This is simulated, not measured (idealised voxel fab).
Herein follows the process module entitled voxel fin reveal.
Cross-sectional view cut (width: 180 nm; square cell size: 5 nm).
A cross-section is a grid of square cells, given in bands from the top down. A band is one or more rows of cells.
Per band: top height and bottom height in nm, followed by the left-to-right materials and their widths in nm; "all across" marks a single material spanning edge to edge, "empty" marks empty space.
Heights are measured from 0, the level below which the as-received wafer is all one material; the lowest band has no bottom and continues downward, written as in "from 0 down".
A width such as "30->40" changes by the same amount from each row of cells to the next, from the band's top row to its bottom row.
"nothing changed" means the step left every cell of the cross-section as it was.
"Closed empty spaces" enumerates empty spaces isolated from the top, with no open way to it, that contain at least 8 cells, giving each as width x height at distance from the left edge, all three in nm.
Anything after a step's settings on that line? It's the simulator's own note about the step.
"overlay nm" on a masked step: distance the mask lay right of its planned place, negative for left.
The planned process steps are enumerated hereunder:
- 1: RECEIVE with material Si
- 2: CONFORMAL_DEP with material SiN, thk nm 10
- 3: MASKED_ETCH with tone cover, mask id FINS, width nm 15, pitch nm 35, etch materials SiN, depth nm 10, overlay nm 0
- 4: MASKED_ETCH with tone cover, mask id FINS, width nm 15, pitch nm 35, etch materials Si, depth nm 40, overlay nm 0
- 5: OXIDIZE with depth nm 5
- 6: FILL_DEP with material SiO2, thk nm 15
- 7: CMP with height nm 10
- 8: SELECTIVE_ETCH with etch materials SiO2, depth nm 35
- 9: STRIP with etch materials SiN
Cross-section of the wafer upon arrival, representing the state reached after step 1:
* from 0 down = Si all across
* Closed empty spaces: none
The cross-section shown corresponds to the wafer at the conclusion of the module. The initial structure and the process plan are those presented above; however, one mistake occurred in executing the plan:
* from 0 to -10 = empty (70), Si (5), empty (30), Si (5), empty (70)
* from -10 to -45 = SiO2 (70), Si (5), SiO2 (30), Si (5), SiO2 (70)
* from -45 down = Si all across
* Closed empty spaces: none
Which mistake was made when the wafer was run? step 7 of the plan was excluded from execution and never run
